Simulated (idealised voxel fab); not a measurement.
This section sets out a process module, namely voxel double patterning.
Section cut is 175 nm wide and gridded with 5 nm square cells.
In what follows, cross-sections appear as grids of square cells, described through bands that run from the top down, where every band is one or more rows of cells.
Heads up on the band format: heights come first, top then bottom, in nm. After that it's the materials left to right, each with its width in nm. A single material flagged "throughout" fills the whole band edge to edge, and "air" means there's empty space there.
The level at which height equals 0 is the one under which the wafer, as it arrives, is entirely one material. No lower edge exists for the bottom band, which continues downward and is notated as in "top 0, no bottom".
The width entry "30..40" should be interpreted row by row: the top row of cells in the band takes the first number, the bottom row takes the second number, and the change between adjacent rows is uniform throughout.
Key: "no change occurred" - step with no changed cell in the cross-section.
Empty spaces without an open route to the top, at least 8 cells in extent, make up the entry "Completely enclosed voids"; each is given as width x height at distance, where the distance is measured from the left edge, and all are in nm.
Where a step's line continues beyond its settings, the continuation is a remark by the simulator itself on that step.
overlay nm: step with mask; distance mask lay right of planned place; negative value = left of planned place.

-- Process steps - plan
1: RECEIVE: material Si
2: CONFORMAL_DEP: material SiO2, thk nm 10
3: DIRECTIONAL_DEP: material W, thk nm 10
4: DIRECTIONAL_DEP: material SiCN, thk nm 5
5: DIRECTIONAL_DEP: material aC, thk nm 10
6: PATTERN: tone open, mask id FIRST, material resist, width nm 15, pitch nm 50, thk nm 25, overlay nm 0
7: DIRECTIONAL_ETCH: etch materials aC, depth nm 10
8: STRIP: etch materials resist
9: DIRECTIONAL_ETCH: etch materials SiCN, depth nm 5
10: STRIP: etch materials aC
11: PATTERN: tone open, mask id SECOND, material resist, width nm 15, pitch nm 50, thk nm 15, overlay nm 0
12: DIRECTIONAL_ETCH: etch materials SiCN, depth nm 5
13: STRIP: etch materials resist
14: DIRECTIONAL_ETCH: etch materials W, depth nm 10
15: STRIP: etch materials SiCN

-- Cross-section of the wafer as it came to us, i.e., already through step 1
- top 0, no bottom: Si throughout
- Completely enclosed voids: none

-- End-of-module cross-section. Starting structure and process plan as above; one mistake made in running it
- top 20, bottom 10: SiO2 throughout
- top 10, bottom 0: W throughout
- top 0, no bottom: Si throughout
- Completely enclosed voids: none
Want to know what went wrong? transposition of steps 2 and 3 relative to the planned sequence
